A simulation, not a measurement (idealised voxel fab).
Process module heading - voxel spacer lines
cross-section cut | 280 nm wide | cells 5 nm
Cross-sections here: square-cell grids, written as top-down lists of bands, a band being one or more rows of cells. Basically the band line says how high the top is and how high the bottom is, in nm, and then what's in it from left to right, every material with its width in nm. Empty space shows up as "empty", and if a single material carries "throughout" it runs the full band edge to edge. Heights are measured from 0, the level below which the as-received wafer is all one material; the lowest band has no bottom and continues downward, written as in "0 down". The notation "30..40" denotes a width that varies across the rows of cells in the band, beginning at the first number in the top row, finishing at the second number in the bottom row, and changing by an identical amount from each row to the next. Step note "nothing altered" = no cross-section cell changed. Entry "Closed void inventory" = empty spaces >= 8 cells with no open way to the top; each as width x height at distance, distance from left edge, all nm. Heads up: the bit after the settings on a step's line is the simulator's remark on that step. "overlay nm" denotes, for a step that has a mask, the displacement of the mask to the right of its planned place, with negative values corresponding to the left.
# Planned step list for the process
1: RECEIVE: material Si
2: CONFORMAL_DEP: material Al2O3, thk nm 5
3: DIRECTIONAL_DEP: material SiN, thk nm 15
4: DIRECTIONAL_DEP: material polySi, thk nm 25
5: PATTERN: tone cover, mask id MANDREL, material resist, width nm 25, pitch nm 70, thk nm 30, overlay nm 0
6: DIRECTIONAL_ETCH: etch materials polySi, depth nm 25
7: STRIP: etch materials resist
8: CONFORMAL_DEP: material SiO2, thk nm 10
9: DIRECTIONAL_ETCH: etch materials SiO2, depth nm 10
10: STRIP: etch materials polySi
11: DIRECTIONAL_ETCH: etch materials SiN, depth nm 15
12: STRIP: etch materials SiO2
# as received, after step 1
    0 down = Si throughout
    Closed void inventory: none
# First wafer of two, sectioned at end of module; run went per plan
    20 to 5 = empty 45, SiN 10, empty 25, SiN 10, empty 25, SiN 10, empty 25, SiN 10, empty 25, SiN 10, empty 25, SiN 10, empty 50
    5 to 0 = Al2O3 throughout
    0 down = Si throughout
    Closed void inventory: none
# Wafer two cross-section, module end. Start and plan unchanged from wafer one; one mistake made during the run
    20 to 5 = empty 35, SiN 10, empty 25, SiN 10, empty 25, SiN 10, empty 25, SiN 10, empty 25, SiN 10, empty 25, SiN 10, empty 60
    5 to 0 = Al2O3 throughout
    0 down = Si throughout
    Closed void inventory: none
Deviation noted in wafer processing: rather than as planned, step 5 actually ran as PATTERN: tone cover, mask id MANDREL, material resist, width nm 25, pitch nm 70, thk nm 30, overlay nm -10
When the process is done, the second wafer contains the same cell count of every material as the first wafer, but distributed over other locations.
